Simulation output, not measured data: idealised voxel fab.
process module | voxel double patterning
cross-section cut | 230 nm wide | cells 5 nm
A cross-section is a grid of square cells, given in bands from the top down. A band is one or more rows of cells.
Each band's line starts with the height of the band's top and of its bottom, in nm. Then come its materials from left to right, each with its width in nm. One material with "throughout" fills the band from edge to edge. "air" is empty space.
Height 0 is the level under which the wafer as received is all one material. The lowest band goes on downwards, as in "0 down".
A width such as "30 to 40" changes by the same amount from each row of cells to the next, from the band's top row to its bottom row.
"no change" after a step means that no cell of the cross-section changed.
closed voids: empty space of 8 cells or more with no open way to the top, each as width x height at its distance from the left edge, in nm
after a step's settings: what the simulator itself notes on the step
overlay nm, on a step with a mask: how far to the right of its planned place the mask lay; to the left if negative
plan
1 op RECEIVE | material Si
2 op CONFORMAL_DEP | material SiO2 | thk nm 10
3 op DIRECTIONAL_DEP | material TiN | thk nm 15
4 op DIRECTIONAL_DEP | material SiCN | thk nm 5
5 op MASKED_ETCH | tone open | mask id FIRST | width nm 15 | pitch nm 50 | etch materials SiCN | depth nm 5 | overlay nm 0
6 op PATTERN | tone open | mask id SECOND | material resist | width nm 15 | pitch nm 50 | thk nm 15 | overlay nm -15
7 op DIRECTIONAL_ETCH | etch materials SiCN | depth nm 5
8 op STRIP | etch materials resist
9 op DIRECTIONAL_ETCH | etch materials TiN | depth nm 15
10 op STRIP | etch materials SiCN
varied across the wafers: overlay nm of step 6. The plan shows the first wafer's value. All wafers start alike
first wafer as received, after step 1
  0 down: Si throughout
  closed voids: none
first wafer at the end, after step 10
  25 to 10: TiN 55 | air 25 | TiN 25 | air 25 | TiN 25 | air 15 | TiN 60
  10 to 0: SiO2 throughout
  0 down: Si throughout
  closed voids: none
last wafer at the end
  25 to 10: TiN 55 | air 15 | TiN 25 | air 25 | TiN 25 | air 25 | TiN 60
  10 to 0: SiO2 throughout
  0 down: Si throughout
  closed voids: none
each wafer at the end: cells of each material gained (+) or lost (-) since it was received, then its closed voids
overlay nm -15 | +92 SiO2 | +99 TiN | closed voids: none
overlay nm -10 | +92 SiO2 | +93 TiN | closed voids: none
overlay nm -5 | +92 SiO2 | +93 TiN | closed voids: none
overlay nm 0 | +92 SiO2 | +93 TiN | closed voids: none
overlay nm 5 | +92 SiO2 | +93 TiN | closed voids: none
overlay nm 10 | +92 SiO2 | +93 TiN | closed voids: none
overlay nm 15 | +92 SiO2 | +99 TiN | closed voids: none
